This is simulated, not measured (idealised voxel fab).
This is a process module. Its name is voxel air gaps.
Square cells of 5 nm make up the cross-section cut, whose width is 285 nm.
Just so we're on the same page, the cross-sections are grids of square cells, and they're listed out in bands top to bottom, each band one or more rows deep. This entry defines a band. It first specifies the height of the band's top and the height of its bottom in nm, and then specifies the band's materials from left to right, stating each material with its width in nm. The word "full width" identifies a single material that fills the band from edge to edge, while the word "air" identifies empty space. Beneath 0, the wafer as received is one material, and that level is where height counting begins. The lowest band goes on downward without a bottom; it is written like "0 and below". A two-number width, for instance "30->40", indicates that the width is equal to the first number in the top row of the band and to the second number in the bottom row, and that it changes by a constant amount per row of cells. "stayed the same", as given for a step, is the statement that not any cell of the cross-section underwent a change during that step. So "Voids, sealed" is basically the list of trapped voids: any empty space of 8 cells or more that can't reach the top through an opening. They're written width x height at distance, the distance being from the left edge, and it's all nm. Note: text after step settings on the step line = simulator remark on that step. On any step carrying a mask, the "overlay nm" setting, if present on the step's line, tells how far right of its planned place the mask lay; negative values point to the left.

### Planned step list for the process
step 1: RECEIVE with material Si
step 2: CONFORMAL_DEP with material SiO2, thk nm 15
step 3: CONFORMAL_DEP with material SiN, thk nm 5
step 4: DIRECTIONAL_DEP with material lowk, thk nm 30
step 5: MASKED_ETCH with tone open, mask id LINES, width nm 20, pitch nm 50, etch materials lowk, depth nm 30, overlay nm 0
step 6: CONFORMAL_DEP with material TiN, thk nm 5
step 7: FILL_DEP with material Cu, thk nm 10
step 8: CMP with height nm 50
step 9: EPI with material Ru, thk nm 10
step 10: SELECTIVE_ETCH with etch materials lowk, depth nm 40
step 11: CONFORMAL_DEP with material SiN, thk nm 5

### As-received wafer cross-section (after step 1)
  0 and below | Si full width
  Voids, sealed: none

### The first of the two wafers as seen in cross-section once the module was finished; processing followed the plan
  65 down to 60 | air=40, SiN=200, air=45
  60 down to 50 | air=40, SiN=5, Ru=40, SiN=10, Ru=40, SiN=10, Ru=40, SiN=10, Ru=40, SiN=5, air=45
  50 down to 45 | air=40, SiN=15, TiN=5, Cu=10, TiN=5, SiN=30, TiN=5, Cu=10, TiN=5, SiN=30, TiN=5, Cu=10, TiN=5, SiN=30, TiN=5, Cu=10, TiN=5, SiN=15, air=45
  45 down to 25 | air=50, SiN=5, TiN=5, Cu=10, TiN=5, SiN=5, air=20, SiN=5, TiN=5, Cu=10, TiN=5, SiN=5, air=20, SiN=5, TiN=5, Cu=10, TiN=5, SiN=5, air=20, SiN=5, TiN=5, Cu=10, TiN=5, SiN=5, air=55
  25 down to 20 | SiN=55, TiN=20, SiN=30, TiN=20, SiN=30, TiN=20, SiN=30, TiN=20, SiN=60
  20 down to 15 | SiN full width
  15 down to 0 | SiO2 full width
  0 and below | Si full width
  Voids, sealed: 20 x 20 at 80; 20 x 20 at 130; 20 x 20 at 180

### Second wafer of the two, sectioned at the end of the module. It began like the first and followed the same plan, but one mistake was made while running it
  65 down to 60 | air=45, SiN=45, air=5, SiN=45, air=5, SiN=45, air=5, SiN=45, air=45
  60 down to 50 | air=45, SiN=5, Ru=35, SiN=5, air=5, SiN=5, Ru=35, SiN=5, air=5, SiN=5, Ru=35, SiN=5, air=5, SiN=5, Ru=35, SiN=5, air=45
  50 down to 45 | air=45, SiN=15, TiN=5, Cu=5, TiN=5, SiN=15, air=5, SiN=15, TiN=5, Cu=5, TiN=5, SiN=15, air=5, SiN=15, TiN=5, Cu=5, TiN=5, SiN=15, air=5, SiN=15, TiN=5, Cu=5, TiN=5, SiN=15, air=45
  45 down to 25 | air=55, SiN=5, TiN=5, Cu=5, TiN=5, SiN=5, air=25, SiN=5, TiN=5, Cu=5, TiN=5, SiN=5, air=25, SiN=5, TiN=5, Cu=5, TiN=5, SiN=5, air=25, SiN=5, TiN=5, Cu=5, TiN=5, SiN=5, air=55
  25 down to 20 | SiN=60, TiN=15, SiN=35, TiN=15, SiN=35, TiN=15, SiN=35, TiN=15, SiN=60
  20 down to 15 | SiN full width
  15 down to 0 | SiO2 full width
  0 and below | Si full width
  Voids, sealed: none
Plan not followed: step 5 did not use the planned setting and instead ran as MASKED_ETCH with tone open, mask id LINES, width nm 15, pitch nm 50, etch materials lowk, depth nm 30, overlay nm 0
In the final state, the cell counts of the second wafer exceed or fall short of those of the first for the following materials: 20 fewer of Cu; 8 fewer of Ru; 4 fewer of TiN
At the end, the first wafer has 3 closed voids and the second wafer has 0.
